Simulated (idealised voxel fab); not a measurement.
The following process module bears the name voxel air gaps.
Displayed cross-section: cut, width of 285 nm, square cells sized 5 nm.
This document writes a cross-section as a grid whose cells are square, and gives it as bands, listed from the top down; one or more rows of cells form a band. Read a band's entry like this: the first values are the height of its top and the height of its bottom in nm, and what follows is the sequence of materials from left to right, each with its width in nm. Note that "air" is empty space, and that a single material marked "full width" reaches across the band from edge to edge. It should be noted that heights are counted from 0, beneath which the wafer as supplied is of one material throughout, and that the lowest band possesses no lower boundary but continues downward, as written in "0 and below". With a width like "30->40", each row of cells in the band differs from the next by the same amount, the top row carrying the first number and the bottom row the second. Given "nothing different" for a step, no cell of the cross-section differs between before and after that step. Empty spaces counting at least 8 cells and having no open way to the top are listed in "Voids, fully enclosed". The notation width x height at distance is used for each, the distance being from the left edge and all three values in nm. after a step's settings: what the simulator itself notes on the step. overlay nm: how far to the right of its planned place the mask lay on this masked step (negative: to the left).

### List of planned process steps
1. RECEIVE: material Si
2. CONFORMAL_DEP: material SiO2, thk nm 10
3. CONFORMAL_DEP: material SiCN, thk nm 5
4. DIRECTIONAL_DEP: material SiO2, thk nm 40
5. MASKED_ETCH: tone open, mask id LINES, width nm 25, pitch nm 50, etch materials SiO2, depth nm 40, overlay nm 0
6. CONFORMAL_DEP: material TiN, thk nm 5
7. FILL_DEP: material W, thk nm 10
8. CMP: height nm 55
9. EPI: material Ru, thk nm 10
10. SELECTIVE_ETCH: etch materials SiO2, depth nm 50
11. CONFORMAL_DEP: material SiCN, thk nm 5

### First wafer of two (run as planned)

### Wafer as received: cross-section following step 1
  0 and below | Si full width
  Voids, fully enclosed: none

### Cross-section through the wafer, step 2 finished
  10 down to 0 | SiO2 full width
  Below a height of 0, the structure has not been altered.

### Cross-section through the wafer, step 3 finished
  15 down to 10 | SiCN full width
  Below a height of 10, the structure has not been altered.

### Cross-section through the wafer, step 4 finished
  55 down to 15 | SiO2 full width
  Below a height of 15, the structure has not been altered.

### Cross-section through the wafer, step 5 finished
  55 down to 15 | SiO2=80, air=25, SiO2=25, air=25, SiO2=25, air=25, SiO2=80
  Below a height of 15, the structure has not been altered.

### Cross-section through the wafer, step 6 finished
  60 down to 55 | TiN=85, air=15, TiN=35, air=15, TiN=35, air=15, TiN=85
  55 down to 20 | SiO2=80, TiN=5, air=15, TiN=5, SiO2=25, TiN=5, air=15, TiN=5, SiO2=25, TiN=5, air=15, TiN=5, SiO2=80
  20 down to 15 | SiO2=80, TiN=25, SiO2=25, TiN=25, SiO2=25, TiN=25, SiO2=80
  Below a height of 15, the structure has not been altered.

### Cross-section through the wafer, step 7 finished
  70 down to 60 | W full width
  60 down to 55 | TiN=85, W=15, TiN=35, W=15, TiN=35, W=15, TiN=85
  55 down to 20 | SiO2=80, TiN=5, W=15, TiN=5, SiO2=25, TiN=5, W=15, TiN=5, SiO2=25, TiN=5, W=15, TiN=5, SiO2=80
  Below a height of 20, the structure has not been altered.

### Cross-section through the wafer, step 8 finished
  55 down to 20 | SiO2=80, TiN=5, W=15, TiN=5, SiO2=25, TiN=5, W=15, TiN=5, SiO2=25, TiN=5, W=15, TiN=5, SiO2=80
  Below a height of 20, the structure has not been altered.

### Cross-section through the wafer, step 9 finished
  65 down to 55 | air=70, Ru=45, air=5, Ru=45, air=5, Ru=45, air=70
  Below a height of 55, the structure has not been altered.

### Cross-section through the wafer, step 10 finished
  65 down to 55 | air=70, Ru=45, air=5, Ru=45, air=5, Ru=45, air=70
  55 down to 20 | air=80, TiN=5, W=15, TiN=5, air=25, TiN=5, W=15, TiN=5, air=25, TiN=5, W=15, TiN=5, air=80
  20 down to 15 | air=80, TiN=25, air=25, TiN=25, air=25, TiN=25, air=80
  Below a height of 15, the structure has not been altered.

### Cross-section through the wafer, step 11 finished
  70 down to 65 | air=65, SiCN=155, air=65
  65 down to 55 | air=65, SiCN=5, Ru=45, SiCN=5, Ru=45, SiCN=5, Ru=45, SiCN=5, air=65
  55 down to 50 | air=65, SiCN=15, TiN=5, W=15, TiN=5, SiCN=25, TiN=5, W=15, TiN=5, SiCN=25, TiN=5, W=15, TiN=5, SiCN=15, air=65
  50 down to 20 | air=75, SiCN=5, TiN=5, W=15, TiN=5, SiCN=5, air=15, SiCN=5, TiN=5, W=15, TiN=5, SiCN=5, air=15, SiCN=5, TiN=5, W=15, TiN=5, SiCN=5, air=75
  20 down to 15 | SiCN=80, TiN=25, SiCN=25, TiN=25, SiCN=25, TiN=25, SiCN=80
  Below a height of 15, the structure has not been altered.
  Voids, fully enclosed: 15 x 30 at 110; 15 x 30 at 160

### Second of two: same start, same plan, one run error; steps up to and including 4 match the first

### Here is the second wafer in cross-section at the point where step 5 of the plan should have been done
  55 down to 15 | air=80, SiO2=25, air=25, SiO2=25, air=25, SiO2=25, air=80
  Below a height of 15, the structure has not been altered.

### Here is the second wafer in cross-section at the point where step 6 of the plan should have been done
  60 down to 55 | air=75, TiN=35, air=15, TiN=35, air=15, TiN=35, air=75
  55 down to 20 | air=75, TiN=5, SiO2=25, TiN=5, air=15, TiN=5, SiO2=25, TiN=5, air=15, TiN=5, SiO2=25, TiN=5, air=75
  20 down to 15 | TiN=80, SiO2=25, TiN=25, SiO2=25, TiN=25, SiO2=25, TiN=80
  Below a height of 15, the structure has not been altered.

### Here is the second wafer in cross-section at the point where step 7 of the plan should have been done
  70 down to 60 | W full width
  60 down to 55 | W=75, TiN=35, W=15, TiN=35, W=15, TiN=35, W=75
  55 down to 20 | W=75, TiN=5, SiO2=25, TiN=5, W=15, TiN=5, SiO2=25, TiN=5, W=15, TiN=5, SiO2=25, TiN=5, W=75
  Below a height of 20, the structure has not been altered.

### Here is the second wafer in cross-section at the point where step 8 of the plan should have been done
  55 down to 20 | W=75, TiN=5, SiO2=25, TiN=5, W=15, TiN=5, SiO2=25, TiN=5, W=15, TiN=5, SiO2=25, TiN=5, W=75
  Below a height of 20, the structure has not been altered.

### Here is the second wafer in cross-section at the point where step 9 of the plan should have been done
  65 down to 55 | Ru=90, air=5, Ru=45, air=5, Ru=45, air=5, Ru=90
  Below a height of 55, the structure has not been altered.

### Here is the second wafer in cross-section at the point where step 10 of the plan should have been done
  65 down to 55 | Ru=90, air=5, Ru=45, air=5, Ru=45, air=5, Ru=90
  55 down to 20 | W=75, TiN=5, air=25, TiN=5, W=15, TiN=5, air=25, TiN=5, W=15, TiN=5, air=25, TiN=5, W=75
  20 down to 15 | TiN=80, air=25, TiN=25, air=25, TiN=25, air=25, TiN=80
  Below a height of 15, the structure has not been altered.

### Here is the second wafer in cross-section at the point where step 11 of the plan should have been done
  70 down to 65 | SiCN full width
  65 down to 55 | Ru=90, SiCN=5, Ru=45, SiCN=5, Ru=45, SiCN=5, Ru=90
  55 down to 50 | W=75, TiN=5, SiCN=25, TiN=5, W=15, TiN=5, SiCN=25, TiN=5, W=15, TiN=5, SiCN=25, TiN=5, W=75
  50 down to 20 | W=75, TiN=5, SiCN=5, air=15, SiCN=5, TiN=5, W=15, TiN=5, SiCN=5, air=15, SiCN=5, TiN=5, W=15, TiN=5, SiCN=5, air=15, SiCN=5, TiN=5, W=75
  20 down to 15 | TiN=80, SiCN=25, TiN=25, SiCN=25, TiN=25, SiCN=25, TiN=80
  Below a height of 15, the structure has not been altered.
  Voids, fully enclosed: 15 x 30 at 85; 15 x 30 at 135; 15 x 30 at 185
What was done differently from what was planned? step 5 off recipe, ran as MASKED_ETCH: tone cover, mask id LINES, width nm 25, pitch nm 50, etch materials SiO2, depth nm 40, overlay nm 0
Final cells, second wafer relative to first, materials higher or lower: +54 Ru | -4 SiCN | +27 TiN | +189 W
At process end, closed voids number 2 in the first wafer and 3 in the second wafer.
